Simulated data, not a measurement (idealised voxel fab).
Process module heading - voxel plated lines
215 nm wide, 5 nm square cells: that's cross-section cut.
How to read a cross-section here: the picture is a grid of square cells, written as bands going from the top down, and any band can span one or more rows of cells.
Band: top and bottom heights (nm) first, top before bottom; then materials from left to right, widths in nm. "full width" marks a sole material filling the band edge to edge. "empty" denotes empty space.
For the purposes of this specification, 0 denotes the height below which the wafer in its as-received condition is composed wholly of one material, and the lowermost band, lacking a lower limit, extends downward without end, as expressed in "from 0 down".
It should be noted that a width expressed as "30 to 40" varies in equal increments from row to row of cells within the band, taking the value of the first number at the top row and that of the second number at the bottom row.
"nothing changed" (step): cross-section cells unchanged, all of them.
The entry "Enclosed voids" lists the empty spaces that cover at least 8 cells and have no open path to the top. Each is written as width x height at distance, where the distance is measured from the left edge and all three values are in nm.
If you see something after the settings on a step's line, that's the simulator's own remark about that step.
You can add "overlay nm" to a step's line. For a step with a mask, it describes how far the mask lay to the right of its planned position, and a negative number describes a lay to the left.

Set out below are the planned steps of the process:
1: RECEIVE with material Si
2: CONFORMAL_DEP with material SiO2, thk nm 15
3: DIRECTIONAL_DEP with material TiN, thk nm 5
4: PATTERN with tone open, mask id LINES, material resist, width nm 20, pitch nm 40, thk nm 40, overlay nm 0
5: EPI with material Ru, thk nm 10
6: EPI with material Ru, thk nm 5
7: EPI with material Ru, thk nm 5
8: STRIP with etch materials resist
9: DIRECTIONAL_ETCH with etch materials TiN, depth nm 5
10: CONFORMAL_DEP with material SiN, thk nm 10

Account of the first of two wafers, which was processed as intended:

As received (post step 1): cross-section:
  from 0 down: Si full width
  Enclosed voids: none

The wafer, seen in cross-section, after step 2:
  from 15 to 0: SiO2 full width
  Under 0: no change, same as before.

The wafer, seen in cross-section, after step 3:
  from 20 to 15: TiN full width
  Under 15: no change, same as before.

The wafer, seen in cross-section, after step 4:
  from 60 to 20: resist: 55, empty: 20, resist: 20, empty: 20, resist: 20, empty: 20, resist: 60
  Under 20: no change, same as before.

The wafer, seen in cross-section, after step 5:
  from 60 to 30: resist: 55, empty: 20, resist: 20, empty: 20, resist: 20, empty: 20, resist: 60
  from 30 to 20: resist: 55, Ru: 20, resist: 20, Ru: 20, resist: 20, Ru: 20, resist: 60
  Under 20: no change, same as before.

The wafer, seen in cross-section, after step 6:
  from 60 to 35: resist: 55, empty: 20, resist: 20, empty: 20, resist: 20, empty: 20, resist: 60
  from 35 to 20: resist: 55, Ru: 20, resist: 20, Ru: 20, resist: 20, Ru: 20, resist: 60
  Under 20: no change, same as before.

The wafer, seen in cross-section, after step 7:
  from 60 to 40: resist: 55, empty: 20, resist: 20, empty: 20, resist: 20, empty: 20, resist: 60
  from 40 to 20: resist: 55, Ru: 20, resist: 20, Ru: 20, resist: 20, Ru: 20, resist: 60
  Under 20: no change, same as before.

The wafer, seen in cross-section, after step 8:
  from 40 to 20: empty: 55, Ru: 20, empty: 20, Ru: 20, empty: 20, Ru: 20, empty: 60
  Under 20: no change, same as before.

The wafer, seen in cross-section, after step 9:
  from 40 to 20: empty: 55, Ru: 20, empty: 20, Ru: 20, empty: 20, Ru: 20, empty: 60
  from 20 to 15: empty: 55, TiN: 20, empty: 20, TiN: 20, empty: 20, TiN: 20, empty: 60
  Under 15: no change, same as before.

The wafer, seen in cross-section, after step 10:
  from 50 to 40: empty: 45, SiN: 120, empty: 50
  from 40 to 25: empty: 45, SiN: 10, Ru: 20, SiN: 20, Ru: 20, SiN: 20, Ru: 20, SiN: 10, empty: 50
  from 25 to 20: SiN: 55, Ru: 20, SiN: 20, Ru: 20, SiN: 20, Ru: 20, SiN: 60
  from 20 to 15: SiN: 55, TiN: 20, SiN: 20, TiN: 20, SiN: 20, TiN: 20, SiN: 60
  Under 15: no change, same as before.

Now the other wafer: same start, same recipe, but we messed up one thing when running it. Up to and including step 3 it's the same as the first one:

Cross-sectional representation of the second wafer at the time designated in the plan for the completion of step 4:
  from 60 to 20: resist: 60, empty: 15, resist: 25, empty: 15, resist: 25, empty: 15, resist: 60
  Under 20: no change, same as before.

Cross-sectional representation of the second wafer at the time designated in the plan for the completion of step 5:
  from 60 to 30: resist: 60, empty: 15, resist: 25, empty: 15, resist: 25, empty: 15, resist: 60
  from 30 to 20: resist: 60, Ru: 15, resist: 25, Ru: 15, resist: 25, Ru: 15, resist: 60
  Under 20: no change, same as before.

Cross-sectional representation of the second wafer at the time designated in the plan for the completion of step 6:
  from 60 to 35: resist: 60, empty: 15, resist: 25, empty: 15, resist: 25, empty: 15, resist: 60
  from 35 to 20: resist: 60, Ru: 15, resist: 25, Ru: 15, resist: 25, Ru: 15, resist: 60
  Under 20: no change, same as before.

Cross-sectional representation of the second wafer at the time designated in the plan for the completion of step 7:
  from 60 to 40: resist: 60, empty: 15, resist: 25, empty: 15, resist: 25, empty: 15, resist: 60
  from 40 to 20: resist: 60, Ru: 15, resist: 25, Ru: 15, resist: 25, Ru: 15, resist: 60
  Under 20: no change, same as before.

Cross-sectional representation of the second wafer at the time designated in the plan for the completion of step 8:
  from 40 to 20: empty: 60, Ru: 15, empty: 25, Ru: 15, empty: 25, Ru: 15, empty: 60
  Under 20: no change, same as before.

Cross-sectional representation of the second wafer at the time designated in the plan for the completion of step 9:
  from 40 to 20: empty: 60, Ru: 15, empty: 25, Ru: 15, empty: 25, Ru: 15, empty: 60
  from 20 to 15: empty: 60, TiN: 15, empty: 25, TiN: 15, empty: 25, TiN: 15, empty: 60
  Under 15: no change, same as before.

Cross-sectional representation of the second wafer at the time designated in the plan for the completion of step 10:
  from 50 to 40: empty: 50, SiN: 35, empty: 5, SiN: 35, empty: 5, SiN: 35, empty: 50
  from 40 to 25: empty: 50, SiN: 10, Ru: 15, SiN: 10, empty: 5, SiN: 10, Ru: 15, SiN: 10, empty: 5, SiN: 10, Ru: 15, SiN: 10, empty: 50
  from 25 to 20: SiN: 60, Ru: 15, SiN: 25, Ru: 15, SiN: 25, Ru: 15, SiN: 60
  from 20 to 15: SiN: 60, TiN: 15, SiN: 25, TiN: 15, SiN: 25, TiN: 15, SiN: 60
  Under 15: no change, same as before.
Finding, execution versus plan: step 4 was not run as planned; what actually ran was PATTERN with tone open, mask id LINES, material resist, width nm 15, pitch nm 40, thk nm 40, overlay nm 0
Final comparison by cell count, materials where the second wafer has more or fewer than the first: -12 Ru, -3 TiN
